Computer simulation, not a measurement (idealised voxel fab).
process module | voxel tone inversion
cross-section cut | 230 nm wide | cells 5 nm
A cross-section is a grid of square cells, given in bands from the top down. A band is one or more rows of cells.
Each band's line starts with the height of the band's top and of its bottom, in nm. Then come its materials from left to right, each with its width in nm. One material with "throughout" fills the band from edge to edge. "air" is empty space.
Height 0 is the level under which the wafer as received is all one material. The lowest band goes on downwards, as in "0 down".
A width such as "30 to 40" changes by the same amount from each row of cells to the next, from the band's top row to its bottom row.
"no change" after a step means that no cell of the cross-section changed.
closed voids: empty space of 8 cells or more with no open way to the top, each as width x height at its distance from the left edge, in nm
after a step's settings: what the simulator itself notes on the step
overlay nm, on a step with a mask: how far to the right of its planned place the mask lay; to the left if negative
plan
1 op RECEIVE | material Si
2 op CONFORMAL_DEP | material SiCN | thk nm 10
3 op DIRECTIONAL_DEP | material polySi | thk nm 20
4 op PATTERN | tone cover | mask id POSTS | material resist | width nm 15 | pitch nm 40 | thk nm 30 | overlay nm 0
5 op DIRECTIONAL_ETCH | etch materials polySi | depth nm 20
6 op STRIP | etch materials resist
7 op FILL_DEP | material lowk | thk nm 10
8 op CMP | height nm 30
9 op STRIP | etch materials polySi
10 op CONFORMAL_DEP | material TiN | thk nm 5
11 op FILL_DEP | material Ru | thk nm 10
12 op CMP | height nm 30
13 op CONFORMAL_DEP | material SiN | thk nm 5
as received, after step 1
  0 down: Si throughout
  closed voids: none
first wafer at the end, as planned
  35 to 30: SiN throughout
  30 to 15: lowk 65 | TiN 5 | Ru 5 | TiN 5 | lowk 25 | TiN 5 | Ru 5 | TiN 5 | lowk 25 | TiN 5 | Ru 5 | TiN 5 | lowk 70
  15 to 10: lowk 65 | TiN 15 | lowk 25 | TiN 15 | lowk 25 | TiN 15 | lowk 70
  10 to 0: SiCN throughout
  0 down: Si throughout
  closed voids: none
second wafer at the end: like start, like plan, one mistake
  35 to 30: SiN throughout
  30 to 15: lowk 60 | TiN 5 | Ru 15 | TiN 5 | lowk 15 | TiN 5 | Ru 15 | TiN 5 | lowk 15 | TiN 5 | Ru 15 | TiN 5 | lowk 65
  15 to 10: lowk 60 | TiN 25 | lowk 15 | TiN 25 | lowk 15 | TiN 25 | lowk 65
  10 to 0: SiCN throughout
  0 down: Si throughout
  closed voids: none
what went wrong: step 4 ran as: op PATTERN | tone cover | mask id POSTS | material resist | width nm 25 | pitch nm 40 | thk nm 30 | overlay nm 0
at the end the second wafer has, in cells: 18 more of Ru | 6 more of TiN | 24 fewer of lowk
